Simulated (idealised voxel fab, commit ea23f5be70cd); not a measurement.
Process module, titled voxel ribs on slabs
In the cross-section labelled cut, the width is 265 nm and each square cell is 5 nm.
Throughout this document, each cross-section is represented as a grid of square cells and is presented as a sequence of bands enumerated from the top downward, where a band comprises one or more rows of cells.
Band: top height; bottom height; in nm. Then, left to right: material with width in nm, for each material. "everywhere": a single material spanning edge to edge. "empty": empty space.
Ref level 0: as-received wafer is one material below here. Bottom band extends down with no lower bound ("z 0 and below").
The width entry "30 to 40" should be interpreted row by row: the top row of cells in the band takes the first number, the bottom row takes the second number, and the change between adjacent rows is uniform throughout.
When a step is marked "no alteration", none of the cells in the cross-section changed during that step.
Empty spaces without an open route to the top, at least 8 cells in extent, make up the entry "Tabulated closed voids"; each is given as width x height at distance, where the distance is measured from the left edge, and all are in nm.
Past the settings on a step's line: simulator remark, on that step.
A step line may carry the setting "overlay nm", which, for steps involving a mask, states the distance by which the mask lay to the right of its intended position; negative values denote displacement to the left.

Process steps (planned)
1) RECEIVE | material Si
2) DIRECTIONAL_DEP | material SiO2 | thk nm 25
3) DIRECTIONAL_DEP | material polySi | thk nm 15
4) PATTERN | tone cover | mask id RIB | material resist | width nm 30 | thk nm 20 | overlay nm 0
5) DIRECTIONAL_ETCH | etch materials polySi | depth nm 5
6) STRIP | etch materials resist
7) PATTERN | tone cover | mask id SLAB | material resist | width nm 70 | thk nm 15 | overlay nm 0
8) DIRECTIONAL_ETCH | etch materials polySi | depth nm 10
9) STRIP | etch materials resist
10) FILL_DEP | material SiO2 | thk nm 15
11) CMP | height nm 50
12) DIRECTIONAL_DEP | material TiN | thk nm 5
13) DIRECTIONAL_DEP | material aC | thk nm 15
14) PATTERN | tone cover | mask id HEATER | material resist | width nm 40 | thk nm 35 | overlay nm 0
15) DIRECTIONAL_ETCH | etch materials aC | depth nm 15
16) STRIP | etch materials resist
17) DIRECTIONAL_ETCH | etch materials TiN | depth nm 5
18) STRIP | etch materials aC
19) CONFORMAL_DEP | material SiO2 | thk nm 10

Cross-section of the wafer at receipt, which is the condition after step 1
	z 0 and below | Si everywhere
	Tabulated closed voids: none

End-of-module cross-section. Starting structure and process plan as above; one mistake made in running it
	z 65 to 60 | empty 100 / TiN 60 / empty 105
	z 60 to 50 | TiN everywhere
	z 50 to 40 | SiO2 everywhere
	z 40 to 35 | SiO2 115 / polySi 30 / SiO2 120
	z 35 to 25 | SiO2 95 / polySi 70 / SiO2 100
	z 25 to 0 | SiO2 everywhere
	z 0 and below | Si everywhere
	Tabulated closed voids: none
What broke from the plan during processing? step 19 was not run as planned; what actually ran was CONFORMAL_DEP | material TiN | thk nm 10
